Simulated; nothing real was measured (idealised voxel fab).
Name of the process module below: voxel capacitor over wiring
cross-section cut | 240 nm wide | cells 5 nm
A cross-section in this document is a grid of square cells, and it is written down as bands, the top band listed before the ones below it; a band is made up of one or more rows of cells.
What a band's entry tells you: where the top is and where the bottom is, as heights in nm, and after that what lies inside, material by material from left to right, each with its width in nm. Empty space is written as the word "air", and a single material marked with the word "all across" occupies the band from edge to edge.
Ref level 0: as-received wafer is one material below here. Bottom band extends down with no lower bound ("from 0 down").
Read "30..40" as a graded width: first number on top, second number at the bottom, same change between each pair of neighbouring rows.
When a step is marked "no modifications", none of the cells in the cross-section changed during that step.
The label "Trapped void list" introduces a list of the empty spaces, 8 cells or larger, that have no open way up to the top; each entry in it reads width x height at distance, where the distance is taken from the left edge and all three are stated in nm.
Whatever follows a step's settings on its line is a remark the simulator itself makes about that step.
The line of a step may include "overlay nm". On a step with a mask, this value is how far to the right of its planned place the mask lay. A negative value means the mask lay to the left.

Intended process steps
1,RECEIVE, material Si
2,CONFORMAL_DEP, material SiO2, thk nm 10
3,CONFORMAL_DEP, material SiCN, thk nm 5
4,DIRECTIONAL_DEP, material lowk, thk nm 20
5,DIRECTIONAL_DEP, material aC, thk nm 10
6,PATTERN, tone open, mask id METAL_1, material resist, width nm 30, pitch nm 80, thk nm 30, overlay nm 0
7,DIRECTIONAL_ETCH, etch materials aC, depth nm 10
8,STRIP, etch materials resist
9,DIRECTIONAL_ETCH, etch materials lowk, depth nm 20
10,DIRECTIONAL_ETCH, etch materials SiCN, depth nm 5
11,STRIP, etch materials aC
12,CONFORMAL_DEP, material TiN, thk nm 5
13,FILL_DEP, material Cu, thk nm 5
14,CMP, height nm 35
15,EPI, material Ru, thk nm 5
16,FILL_DEP, material SiCN, thk nm 5
17,DIRECTIONAL_DEP, material SiO2, thk nm 20
18,DIRECTIONAL_DEP, material aC, thk nm 15
19,PATTERN, tone open, mask id PLUG_1, material resist, width nm 15, thk nm 35, overlay nm 0
20,DIRECTIONAL_ETCH, etch materials aC, depth nm 15
21,STRIP, etch materials resist
22,DIRECTIONAL_ETCH, etch materials SiO2, depth nm 20
23,DIRECTIONAL_ETCH, etch materials SiCN, depth nm 5
24,STRIP, etch materials aC
25,EPI, material Ru, thk nm 10
26,EPI, material Ru, thk nm 10
27,EPI, material Ru, thk nm 5
28,DIRECTIONAL_DEP, material TiN, thk nm 5
29,DIRECTIONAL_DEP, material SiN, thk nm 5
30,DIRECTIONAL_DEP, material TiN, thk nm 10
31,DIRECTIONAL_DEP, material aC, thk nm 15
32,PATTERN, tone cover, mask id UPPER_PLATE, material resist, width nm 55, thk nm 35, overlay nm 0
33,DIRECTIONAL_ETCH, etch materials aC, depth nm 15
34,STRIP, etch materials resist
35,DIRECTIONAL_ETCH, etch materials TiN, depth nm 10
36,DIRECTIONAL_ETCH, etch materials SiN, depth nm 5
37,STRIP, etch materials aC
38,MASKED_ETCH, tone cover, mask id LOWER_PLATE, width nm 65, etch materials TiN, depth nm 5, overlay nm 0
39,FILL_DEP, material SiO2, thk nm 15
40,CMP, height nm 95
41,MASKED_ETCH, tone open, mask id PLUG_2, width nm 15, etch materials SiO2, depth nm 10, overlay nm 0
42,CONFORMAL_DEP, material TiN, thk nm 5
43,FILL_DEP, material Ru, thk nm 5
44,CMP, height nm 95
45,CONFORMAL_DEP, material SiN, thk nm 5

Wafer, first of two, run as planned

Cross-sectional view of the wafer in its as-received condition, corresponding to the state after step 1
  from 0 down = Si all across
  Trapped void list: none

After step 2: wafer cross-section
  from 10 to 0 = SiO2 all across
  Below 0, the layers are the same as they were.

After step 3: wafer cross-section
  from 15 to 10 = SiCN all across
  Below 10, the layers are the same as they were.

After step 4: wafer cross-section
  from 35 to 15 = lowk all across
  Below 15, the layers are the same as they were.

After step 5: wafer cross-section
  from 45 to 35 = aC all across
  Below 35, the layers are the same as they were.

After step 6: wafer cross-section
  from 75 to 45 = 65 resist, then 30 air, then 50 resist, then 30 air, then 65 resist
  Below 45, the layers are the same as they were.

After step 7: wafer cross-section
  from 65 to 45 = 65 resist, then 30 air, then 50 resist, then 30 air, then 65 resist
  from 45 to 35 = 65 aC, then 30 air, then 50 aC, then 30 air, then 65 aC
  Below 35, the layers are the same as they were.

After step 8: wafer cross-section
  from 45 to 35 = 65 aC, then 30 air, then 50 aC, then 30 air, then 65 aC
  Below 35, the layers are the same as they were.

After step 9: wafer cross-section
  from 45 to 35 = 65 aC, then 30 air, then 50 aC, then 30 air, then 65 aC
  from 35 to 15 = 65 lowk, then 30 air, then 50 lowk, then 30 air, then 65 lowk
  Below 15, the layers are the same as they were.

After step 10: wafer cross-section
  from 45 to 35 = 65 aC, then 30 air, then 50 aC, then 30 air, then 65 aC
  from 35 to 15 = 65 lowk, then 30 air, then 50 lowk, then 30 air, then 65 lowk
  from 15 to 10 = 65 SiCN, then 30 air, then 50 SiCN, then 30 air, then 65 SiCN
  Below 10, the layers are the same as they were.

After step 11: wafer cross-section
  from 35 to 15 = 65 lowk, then 30 air, then 50 lowk, then 30 air, then 65 lowk
  Below 15, the layers are the same as they were.

After step 12: wafer cross-section
  from 40 to 35 = 70 TiN, then 20 air, then 60 TiN, then 20 air, then 70 TiN
  from 35 to 15 = 65 lowk, then 5 TiN, then 20 air, then 5 TiN, then 50 lowk, then 5 TiN, then 20 air, then 5 TiN, then 65 lowk
  from 15 to 10 = 65 SiCN, then 30 TiN, then 50 SiCN, then 30 TiN, then 65 SiCN
  Below 10, the layers are the same as they were.

After step 13: wafer cross-section
  from 45 to 40 = Cu all across
  from 40 to 35 = 70 TiN, then 20 Cu, then 60 TiN, then 20 Cu, then 70 TiN
  from 35 to 15 = 65 lowk, then 5 TiN, then 20 Cu, then 5 TiN, then 50 lowk, then 5 TiN, then 20 Cu, then 5 TiN, then 65 lowk
  Below 15, the layers are the same as they were.

After step 14: wafer cross-section
  from 35 to 15 = 65 lowk, then 5 TiN, then 20 Cu, then 5 TiN, then 50 lowk, then 5 TiN, then 20 Cu, then 5 TiN, then 65 lowk
  Below 15, the layers are the same as they were.

After step 15: wafer cross-section
  from 40 to 35 = 60 air, then 40 Ru, then 40 air, then 40 Ru, then 60 air
  Below 35, the layers are the same as they were.

After step 16: wafer cross-section
  from 45 to 40 = SiCN all across
  from 40 to 35 = 60 SiCN, then 40 Ru, then 40 SiCN, then 40 Ru, then 60 SiCN
  Below 35, the layers are the same as they were.

After step 17: wafer cross-section
  from 65 to 45 = SiO2 all across
  Below 45, the layers are the same as they were.

After step 18: wafer cross-section
  from 80 to 65 = aC all across
  Below 65, the layers are the same as they were.

After step 19: wafer cross-section
  from 115 to 80 = 80 resist, then 15 air, then 145 resist
  Below 80, the layers are the same as they were.

After step 20: wafer cross-section
  from 100 to 80 = 80 resist, then 15 air, then 145 resist
  from 80 to 65 = 80 aC, then 15 air, then 145 aC
  Below 65, the layers are the same as they were.

After step 21: wafer cross-section
  from 80 to 65 = 80 aC, then 15 air, then 145 aC
  Below 65, the layers are the same as they were.

After step 22: wafer cross-section
  from 80 to 65 = 80 aC, then 15 air, then 145 aC
  from 65 to 45 = 80 SiO2, then 15 air, then 145 SiO2
  Below 45, the layers are the same as they were.

After step 23: wafer cross-section
  from 80 to 65 = 80 aC, then 15 air, then 145 aC
  from 65 to 45 = 80 SiO2, then 15 air, then 145 SiO2
  from 45 to 40 = 80 SiCN, then 15 air, then 145 SiCN
  Below 40, the layers are the same as they were.

After step 24: wafer cross-section
  from 65 to 45 = 80 SiO2, then 15 air, then 145 SiO2
  Below 45, the layers are the same as they were.

After step 25: wafer cross-section
  from 65 to 50 = 80 SiO2, then 15 air, then 145 SiO2
  from 50 to 45 = 80 SiO2, then 15 Ru, then 145 SiO2
  from 45 to 40 = 80 SiCN, then 15 Ru, then 145 SiCN
  Below 40, the layers are the same as they were.

After step 26: wafer cross-section
  from 65 to 60 = 80 SiO2, then 15 air, then 145 SiO2
  from 60 to 45 = 80 SiO2, then 15 Ru, then 145 SiO2
  Below 45, the layers are the same as they were.

After step 27: wafer cross-section
  from 65 to 45 = 80 SiO2, then 15 Ru, then 145 SiO2
  Below 45, the layers are the same as they were.

After step 28: wafer cross-section
  from 70 to 65 = TiN all across
  Below 65, the layers are the same as they were.

After step 29: wafer cross-section
  from 75 to 70 = SiN all across
  Below 70, the layers are the same as they were.

After step 30: wafer cross-section
  from 85 to 75 = TiN all across
  Below 75, the layers are the same as they were.

After step 31: wafer cross-section
  from 100 to 85 = aC all across
  Below 85, the layers are the same as they were.

After step 32: wafer cross-section
  from 135 to 100 = 80 air, then 55 resist, then 105 air
  Below 100, the layers are the same as they were.

After step 33: wafer cross-section
  from 120 to 100 = 80 air, then 55 resist, then 105 air
  from 100 to 85 = 80 air, then 55 aC, then 105 air
  Below 85, the layers are the same as they were.

After step 34: wafer cross-section
  from 100 to 85 = 80 air, then 55 aC, then 105 air
  Below 85, the layers are the same as they were.

After step 35: wafer cross-section
  from 100 to 85 = 80 air, then 55 aC, then 105 air
  from 85 to 75 = 80 air, then 55 TiN, then 105 air
  Below 75, the layers are the same as they were.

After step 36: wafer cross-section
  from 100 to 85 = 80 air, then 55 aC, then 105 air
  from 85 to 75 = 80 air, then 55 TiN, then 105 air
  from 75 to 70 = 80 air, then 55 SiN, then 105 air
  Below 70, the layers are the same as they were.

After step 37: wafer cross-section
  from 85 to 75 = 80 air, then 55 TiN, then 105 air
  Below 75, the layers are the same as they were.

After step 38: wafer cross-section
  from 85 to 75 = 80 air, then 55 TiN, then 105 air
  from 75 to 70 = 80 air, then 55 SiN, then 105 air
  from 70 to 65 = 75 air, then 65 TiN, then 100 air
  Below 65, the layers are the same as they were.

After step 39: wafer cross-section
  from 100 to 85 = SiO2 all across
  from 85 to 75 = 80 SiO2, then 55 TiN, then 105 SiO2
  from 75 to 70 = 80 SiO2, then 55 SiN, then 105 SiO2
  from 70 to 65 = 75 SiO2, then 65 TiN, then 100 SiO2
  Below 65, the layers are the same as they were.

After step 40: wafer cross-section
  from 95 to 85 = SiO2 all across
  Below 85, the layers are the same as they were.

After step 41: wafer cross-section
  from 95 to 85 = 90 SiO2, then 15 air, then 135 SiO2
  Below 85, the layers are the same as they were.

After step 42: wafer cross-section
  from 100 to 95 = 95 TiN, then 5 air, then 140 TiN
  from 95 to 90 = 90 SiO2, then 5 TiN, then 5 air, then 5 TiN, then 135 SiO2
  from 90 to 85 = 90 SiO2, then 15 TiN, then 135 SiO2
  Below 85, the layers are the same as they were.

After step 43: wafer cross-section
  from 105 to 100 = Ru all across
  from 100 to 95 = 95 TiN, then 5 Ru, then 140 TiN
  from 95 to 90 = 90 SiO2, then 5 TiN, then 5 Ru, then 5 TiN, then 135 SiO2
  Below 90, the layers are the same as they were.

After step 44: wafer cross-section
  from 95 to 90 = 90 SiO2, then 5 TiN, then 5 Ru, then 5 TiN, then 135 SiO2
  Below 90, the layers are the same as they were.

After step 45: wafer cross-section
  from 100 to 95 = SiN all across
  Below 95, the layers are the same as they were.

The second wafer was prepared from the same starting point and under the same plan as the first; its processing contained one mistake, and it remains indistinguishable from the first wafer up to and including step 16

Second wafer, cross-section, planned end of step 17
  from 60 to 45 = SiO2 all across
  Below 45, the layers are the same as they were.

Second wafer, cross-section, planned end of step 18
  from 75 to 60 = aC all across
  Below 60, the layers are the same as they were.

Second wafer, cross-section, planned end of step 19
  from 110 to 75 = 80 resist, then 15 air, then 145 resist
  Below 75, the layers are the same as they were.

Second wafer, cross-section, planned end of step 20
  from 95 to 75 = 80 resist, then 15 air, then 145 resist
  from 75 to 60 = 80 aC, then 15 air, then 145 aC
  Below 60, the layers are the same as they were.

Second wafer, cross-section, planned end of step 21
  from 75 to 60 = 80 aC, then 15 air, then 145 aC
  Below 60, the layers are the same as they were.

Second wafer, cross-section, planned end of step 22
  from 75 to 60 = 80 aC, then 15 air, then 145 aC
  from 60 to 45 = 80 SiO2, then 15 air, then 145 SiO2
  Below 45, the layers are the same as they were.

Second wafer, cross-section, planned end of step 23
  from 75 to 60 = 80 aC, then 15 air, then 145 aC
  from 60 to 45 = 80 SiO2, then 15 air, then 145 SiO2
  from 45 to 40 = 80 SiCN, then 15 air, then 145 SiCN
  Below 40, the layers are the same as they were.

Second wafer, cross-section, planned end of step 24
  from 60 to 45 = 80 SiO2, then 15 air, then 145 SiO2
  Below 45, the layers are the same as they were.

Second wafer, cross-section, planned end of step 25
  from 60 to 50 = 80 SiO2, then 15 air, then 145 SiO2
  from 50 to 45 = 80 SiO2, then 15 Ru, then 145 SiO2
  from 45 to 40 = 80 SiCN, then 15 Ru, then 145 SiCN
  Below 40, the layers are the same as they were.

Second wafer, cross-section, planned end of step 26
  from 60 to 45 = 80 SiO2, then 15 Ru, then 145 SiO2
  Below 45, the layers are the same as they were.

Second wafer, cross-section, planned end of step 27
  from 65 to 60 = 75 air, then 25 Ru, then 140 air
  Below 60, the layers are the same as they were.

Second wafer, cross-section, planned end of step 28
  from 70 to 65 = 75 air, then 25 TiN, then 140 air
  from 65 to 60 = 75 TiN, then 25 Ru, then 140 TiN
  Below 60, the layers are the same as they were.

Second wafer, cross-section, planned end of step 29
  from 75 to 70 = 75 air, then 25 SiN, then 140 air
  from 70 to 65 = 75 SiN, then 25 TiN, then 140 SiN
  Below 65, the layers are the same as they were.

Second wafer, cross-section, planned end of step 30
  from 85 to 80 = 75 air, then 25 TiN, then 140 air
  from 80 to 75 = TiN all across
  from 75 to 70 = 75 TiN, then 25 SiN, then 140 TiN
  Below 70, the layers are the same as they were.

Second wafer, cross-section, planned end of step 31
  from 100 to 95 = 75 air, then 25 aC, then 140 air
  from 95 to 85 = aC all across
  from 85 to 80 = 75 aC, then 25 TiN, then 140 aC
  Below 80, the layers are the same as they were.

Second wafer, cross-section, planned end of step 32
  from 135 to 100 = 80 air, then 55 resist, then 105 air
  from 100 to 95 = 75 air, then 25 aC, then 35 resist, then 105 air
  Below 95, the layers are the same as they were.

Second wafer, cross-section, planned end of step 33
  from 120 to 100 = 80 air, then 55 resist, then 105 air
  from 100 to 95 = 80 air, then 20 aC, then 35 resist, then 105 air
  from 95 to 85 = 80 air, then 55 aC, then 105 air
  from 85 to 80 = 75 air, then 25 TiN, then 35 aC, then 105 air
  Below 80, the layers are the same as they were.

Second wafer, cross-section, planned end of step 34
  from 100 to 95 = 80 air, then 20 aC, then 140 air
  Below 95, the layers are the same as they were.

Second wafer, cross-section, planned end of step 35
  from 100 to 95 = 80 air, then 20 aC, then 140 air
  from 95 to 85 = 80 air, then 55 aC, then 105 air
  from 85 to 80 = 80 air, then 20 TiN, then 35 aC, then 105 air
  from 80 to 75 = 80 air, then 55 TiN, then 105 air
  from 75 to 70 = 75 air, then 25 SiN, then 35 TiN, then 105 air
  Below 70, the layers are the same as they were.

Second wafer, cross-section, planned end of step 36
  from 100 to 95 = 80 air, then 20 aC, then 140 air
  from 95 to 85 = 80 air, then 55 aC, then 105 air
  from 85 to 80 = 80 air, then 20 TiN, then 35 aC, then 105 air
  from 80 to 75 = 80 air, then 55 TiN, then 105 air
  from 75 to 70 = 80 air, then 20 SiN, then 35 TiN, then 105 air
  from 70 to 65 = 75 air, then 25 TiN, then 35 SiN, then 105 air
  Below 65, the layers are the same as they were.

Second wafer, cross-section, planned end of step 37
  from 85 to 75 = 80 air, then 20..55 TiN, then 140..105 air
  Below 75, the layers are the same as they were.

Second wafer, cross-section, planned end of step 38
  from 85 to 75 = 80 air, then 20..55 TiN, then 140..105 air
  from 75 to 70 = 80 air, then 20 SiN, then 35 TiN, then 105 air
  from 70 to 65 = 75 air, then 25 TiN, then 35 SiN, then 105 air
  from 65 to 60 = 75 air, then 25 Ru, then 40 TiN, then 100 air
  Below 60, the layers are the same as they were.

Second wafer, cross-section, planned end of step 39
  from 100 to 85 = SiO2 all across
  from 85 to 75 = 80 SiO2, then 20..55 TiN, then 140..105 SiO2
  from 75 to 70 = 80 SiO2, then 20 SiN, then 35 TiN, then 105 SiO2
  from 70 to 65 = 75 SiO2, then 25 TiN, then 35 SiN, then 105 SiO2
  from 65 to 60 = 75 SiO2, then 25 Ru, then 40 TiN, then 100 SiO2
  Below 60, the layers are the same as they were.

Second wafer, cross-section, planned end of step 40
  from 95 to 85 = SiO2 all across
  Below 85, the layers are the same as they were.

Second wafer, cross-section, planned end of step 41
  from 95 to 85 = 90 SiO2, then 15 air, then 135 SiO2
  Below 85, the layers are the same as they were.

Second wafer, cross-section, planned end of step 42
  from 100 to 95 = 95 TiN, then 5 air, then 140 TiN
  from 95 to 90 = 90 SiO2, then 5 TiN, then 5 air, then 5 TiN, then 135 SiO2
  from 90 to 80 = 90..80 SiO2, then 15..20 TiN, then 135..140 SiO2
  Below 80, the layers are the same as they were.

Second wafer, cross-section, planned end of step 43
  from 105 to 100 = Ru all across
  from 100 to 95 = 95 TiN, then 5 Ru, then 140 TiN
  from 95 to 90 = 90 SiO2, then 5 TiN, then 5 Ru, then 5 TiN, then 135 SiO2
  Below 90, the layers are the same as they were.

Second wafer, cross-section, planned end of step 44
  from 95 to 90 = 90 SiO2, then 5 TiN, then 5 Ru, then 5 TiN, then 135 SiO2
  Below 90, the layers are the same as they were.

Second wafer, cross-section, planned end of step 45
  from 100 to 95 = SiN all across
  Below 95, the layers are the same as they were.
Which mistake was made when the wafer was run? rather than as planned, step 17 actually ran as DIRECTIONAL_DEP, material SiO2, thk nm 15
End of process, cell counts, second wafer against first, materials with more or fewer: +2 Ru; -2 SiO2
